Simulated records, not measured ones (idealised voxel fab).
The process module presented herein is designated voxel plated lines.
Xsec cut, 225 nm wide, square cell size 5 nm.
Reading order for cross-sections: top band down to bottom band. Underlying form: a grid of square cells. Band size: one or more rows of cells.
The band entry comprises the height of the band's top followed by the height of its bottom, expressed in nm, and subsequently the band's materials from left to right, each stated together with its width in nm. Where a single material is marked with the word "everywhere", that material fills the band from edge to edge. The word "air" represents empty space.
Where do heights start? At 0: under that level the wafer as delivered is made of one material only. And the lowest band has no floor; it just carries on downward, as in "0 -> down".
You'd read "30..40" like this: the band's top row of cells is as wide as the first number, its bottom row is as wide as the second, and going down, every row changes width by the same amount as the row before did.
"remained unchanged" means the step left every cell of the cross-section as it was.
For the entry "Sealed void list", the listed items are empty spaces with no open way to the top whose size is 8 cells or more; each item follows the pattern width x height at distance, where distance is from the left edge and all three are in nm.
Anything after a step's settings on that line? It's the simulator's own note about the step.
A step line may carry the setting "overlay nm", which, for steps involving a mask, states the distance by which the mask lay to the right of its intended position; negative values denote displacement to the left.

The steps planned for the process are as follows:
1) op RECEIVE | material Si
2) op CONFORMAL_DEP | material Al2O3 | thk nm 15
3) op DIRECTIONAL_DEP | material TiN | thk nm 5
4) op PATTERN | tone open | mask id LINES | material resist | width nm 30 | pitch nm 55 | thk nm 30 | overlay nm 0
5) op EPI | material Ru | thk nm 5
6) op EPI | material Ru | thk nm 5
7) op STRIP | etch materials resist
8) op DIRECTIONAL_ETCH | etch materials TiN | depth nm 5
9) op CONFORMAL_DEP | material SiO2 | thk nm 10

Cross-section: wafer on arrival = after step 1:
- 0 -> down: Si everywhere
- Sealed void list: none

Wafer at module end, in section. Began as above, planned as above, run with one mistake:
- 40 -> 30: SiO2 25, then air 10, then SiO2 45, then air 10, then SiO2 45, then air 10, then SiO2 45, then air 10, then SiO2 25
- 30 -> 25: Ru 15, then SiO2 10, then air 10, then SiO2 10, then Ru 25, then SiO2 10, then air 10, then SiO2 10, then Ru 25, then SiO2 10, then air 10, then SiO2 10, then Ru 25, then SiO2 10, then air 10, then SiO2 10, then Ru 15
- 25 -> 20: Ru 15, then SiO2 30, then Ru 25, then SiO2 30, then Ru 25, then SiO2 30, then Ru 25, then SiO2 30, then Ru 15
- 20 -> 15: TiN 15, then SiO2 30, then TiN 25, then SiO2 30, then TiN 25, then SiO2 30, then TiN 25, then SiO2 30, then TiN 15
- 15 -> 0: Al2O3 everywhere
- 0 -> down: Si everywhere
- Sealed void list: none
Processing error: step 4 off recipe, ran as op PATTERN | tone cover | mask id LINES | material resist | width nm 30 | pitch nm 55 | thk nm 30 | overlay nm 0
